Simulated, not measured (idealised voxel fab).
process module | voxel plated lines
cross-section cut | 165 nm wide | cells 5 nm
A cross-section is a grid of square cells, given in bands from the top down. A band is one or more rows of cells.
Each band's line starts with the height of the band's top and of its bottom, in nm. Then come its materials from left to right, each with its width in nm. One material with "throughout" fills the band from edge to edge. "air" is empty space.
Height 0 is the level under which the wafer as received is all one material. The lowest band goes on downwards, as in "0 down".
A width such as "30 to 40" changes by the same amount from each row of cells to the next, from the band's top row to its bottom row.
"no change" after a step means that no cell of the cross-section changed.
closed voids: empty space of 8 cells or more with no open way to the top, each as width x height at its distance from the left edge, in nm
after a step's settings: what the simulator itself notes on the step
overlay nm, on a step with a mask: how far to the right of its planned place the mask lay; to the left if negative
plan
1 op RECEIVE | material Si
2 op CONFORMAL_DEP | material Al2O3 | thk nm 10
3 op DIRECTIONAL_DEP | material TiN | thk nm 5
4 op PATTERN | tone open | mask id LINES | material resist | width nm 15 | pitch nm 40 | thk nm 35 | overlay nm 0
5 op EPI | material Ru | thk nm 5
6 op EPI | material Ru | thk nm 10
7 op EPI | material Ru | thk nm 10
8 op STRIP | etch materials resist
9 op DIRECTIONAL_ETCH | etch materials TiN | depth nm 5
10 op CONFORMAL_DEP | material SiO2 | thk nm 10
varied across the wafers: width nm of step 4. The plan shows the first wafer's value. All wafers start alike
first wafer as received, after step 1
  0 down: Si throughout
  closed voids: none
first wafer at the end, after step 10
  50 to 40: air 25 | SiO2 35 | air 5 | SiO2 35 | air 5 | SiO2 35 | air 25
  40 to 20: air 25 | SiO2 10 | Ru 15 | SiO2 10 | air 5 | SiO2 10 | Ru 15 | SiO2 10 | air 5 | SiO2 10 | Ru 15 | SiO2 10 | air 25
  20 to 15: SiO2 35 | Ru 15 | SiO2 25 | Ru 15 | SiO2 25 | Ru 15 | SiO2 35
  15 to 10: SiO2 35 | TiN 15 | SiO2 25 | TiN 15 | SiO2 25 | TiN 15 | SiO2 35
  10 to 0: Al2O3 throughout
  0 down: Si throughout
  closed voids: none
last wafer at the end
  50 to 40: air 20 | SiO2 125 | air 20
  40 to 20: air 20 | SiO2 10 | Ru 25 | SiO2 15 | Ru 25 | SiO2 15 | Ru 25 | SiO2 10 | air 20
  20 to 15: SiO2 30 | Ru 25 | SiO2 15 | Ru 25 | SiO2 15 | Ru 25 | SiO2 30
  15 to 10: SiO2 30 | TiN 25 | SiO2 15 | TiN 25 | SiO2 15 | TiN 25 | SiO2 30
  10 to 0: Al2O3 throughout
  0 down: Si throughout
  closed voids: none
each wafer at the end: cells of each material gained (+) or lost (-) since it was received, then its closed voids
width nm 15 | +66 Al2O3 | +45 Ru | +138 SiO2 | +9 TiN | closed voids: none
width nm 20 | +66 Al2O3 | +60 Ru | +138 SiO2 | +12 TiN | closed voids: none
width nm 25 | +66 Al2O3 | +75 Ru | +126 SiO2 | +15 TiN | closed voids: none
